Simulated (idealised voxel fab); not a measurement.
Process module under the name voxel wiring stack
The figure presents cross-section cut, which has a width of 200 nm and is divided into square cells with an edge length of 5 nm.
The cross-sections in this document take the form of a grid made of square cells. They are written out as bands, in order from top to bottom. Each band consists of one or more rows of cells.
It is stipulated that each band's entry specify, in nanometres, the height of the top of the band and then that of its bottom, followed by the materials of the band in left-to-right sequence, each together with its width in nanometres. A single material marked by the word "full width" is understood to fill the band from edge to edge; the word "empty" is understood to denote empty space.
The reference from which all heights are counted is 0, the level beneath which the as-received wafer is entirely one material; the lowest band, having no lower bound, proceeds downward and is written after the example "from 0 down".
Width "30->40": first value at the band's top row of cells, second value at its bottom row, equal change from row to row.
Basically "stayed the same" means that step didn't change any cell in the cross-section.
So "Unvented voids" is basically the list of trapped voids: any empty space of 8 cells or more that can't reach the top through an opening. They're written width x height at distance, the distance being from the left edge, and it's all nm.
Post-settings text on a step line: simulator's own remark regarding the step.
On any step carrying a mask, the "overlay nm" setting, if present on the step's line, tells how far right of its planned place the mask lay; negative values point to the left.
# The planned process steps are enumerated hereunder
1. RECEIVE (material Si)
2. CONFORMAL_DEP (material SiO2; thk nm 15)
3. DIRECTIONAL_DEP (material TiN; thk nm 5)
4. DIRECTIONAL_DEP (material Ru; thk nm 15)
5. MASKED_ETCH (tone cover; mask id METAL_1; width nm 25; pitch nm 50; etch materials Ru; depth nm 15; overlay nm 0)
6. MASKED_ETCH (tone cover; mask id METAL_1; width nm 25; pitch nm 50; etch materials TiN; depth nm 5; overlay nm 0)
7. CONFORMAL_DEP (material SiCN; thk nm 5)
8. FILL_DEP (material SiO2; thk nm 5)
9. CMP (height nm 35)
10. CONFORMAL_DEP (material SiCN; thk nm 5)
11. DIRECTIONAL_DEP (material SiO2; thk nm 20)
12. DIRECTIONAL_DEP (material aC; thk nm 10)
13. PATTERN (tone open; mask id PLUG_1; material resist; width nm 15; pitch nm 50; thk nm 25; overlay nm 0)
14. DIRECTIONAL_ETCH (etch materials aC; depth nm 10)
15. STRIP (etch materials resist)
16. DIRECTIONAL_ETCH (etch materials SiO2; depth nm 20)
17. DIRECTIONAL_ETCH (etch materials SiCN; depth nm 5)
18. STRIP (etch materials aC)
19. EPI (material Ru; thk nm 10)
20. EPI (material Ru; thk nm 10)
21. EPI (material Ru; thk nm 5)
22. DIRECTIONAL_DEP (material TiN; thk nm 5)
23. DIRECTIONAL_DEP (material Ru; thk nm 20)
24. MASKED_ETCH (tone cover; mask id METAL_2; width nm 25; pitch nm 50; etch materials Ru; depth nm 10; overlay nm 0)
25. MASKED_ETCH (tone cover; mask id METAL_2; width nm 25; pitch nm 50; etch materials TiN; depth nm 5; overlay nm 0)
26. CONFORMAL_DEP (material SiN; thk nm 5)
27. FILL_DEP (material SiO2; thk nm 10)
28. CMP (height nm 85)
29. CONFORMAL_DEP (material SiCN; thk nm 5)
30. DIRECTIONAL_DEP (material lowk; thk nm 15)
31. PATTERN (tone open; mask id PLUG_2; material resist; width nm 15; thk nm 15; overlay nm 0)
32. DIRECTIONAL_ETCH (etch materials lowk; depth nm 15)
33. DIRECTIONAL_ETCH (etch materials SiCN; depth nm 5)
34. STRIP (etch materials resist)
35. CONFORMAL_DEP (material TiN; thk nm 5)
36. FILL_DEP (material Cu; thk nm 10)
37. CMP (height nm 105)
38. DIRECTIONAL_DEP (material TiN; thk nm 5)
39. DIRECTIONAL_DEP (material Ru; thk nm 15)
40. MASKED_ETCH (tone cover; mask id METAL_3; width nm 25; pitch nm 50; etch materials Ru; depth nm 15; overlay nm 0)
41. MASKED_ETCH (tone cover; mask id METAL_3; width nm 25; pitch nm 50; etch materials TiN; depth nm 5; overlay nm 0)
42. CONFORMAL_DEP (material SiCN; thk nm 5)
43. FILL_DEP (material lowk; thk nm 10)
44. CMP (height nm 125)
45. CONFORMAL_DEP (material SiCN; thk nm 5)
Be aware that, although all wafers share a common starting state, the depth nm at step 24 differs among them, and the plan displays the first wafer's value.
# As-received cross-section, first of several wafers, post step 1
from 0 down = Si full width
Unvented voids: none
# Gained (+) or lost (-) cells of each material since receipt, then closed voids: one row per wafer, at the end of the module
depth nm 10 | +3 Cu | +190 Ru | +195 SiCN | +34 SiN | +360 SiO2 | +69 TiN | +189 lowk | Unvented voids: none
depth nm 15 | +3 Cu | +160 Ru | +195 SiCN | +38 SiN | +386 SiO2 | +69 TiN | +189 lowk | Unvented voids: none
depth nm 20 | +3 Cu | +130 Ru | +195 SiCN | +46 SiN | +438 SiO2 | +39 TiN | +189 lowk | Unvented voids: none
depth nm 25 | +3 Cu | +130 Ru | +195 SiCN | +46 SiN | +438 SiO2 | +39 TiN | +189 lowk | Unvented voids: none
depth nm 30 | +3 Cu | +130 Ru | +195 SiCN | +46 SiN | +438 SiO2 | +39 TiN | +189 lowk | Unvented voids: none
depth nm 35 | +3 Cu | +130 Ru | +195 SiCN | +46 SiN | +438 SiO2 | +39 TiN | +189 lowk | Unvented voids: none
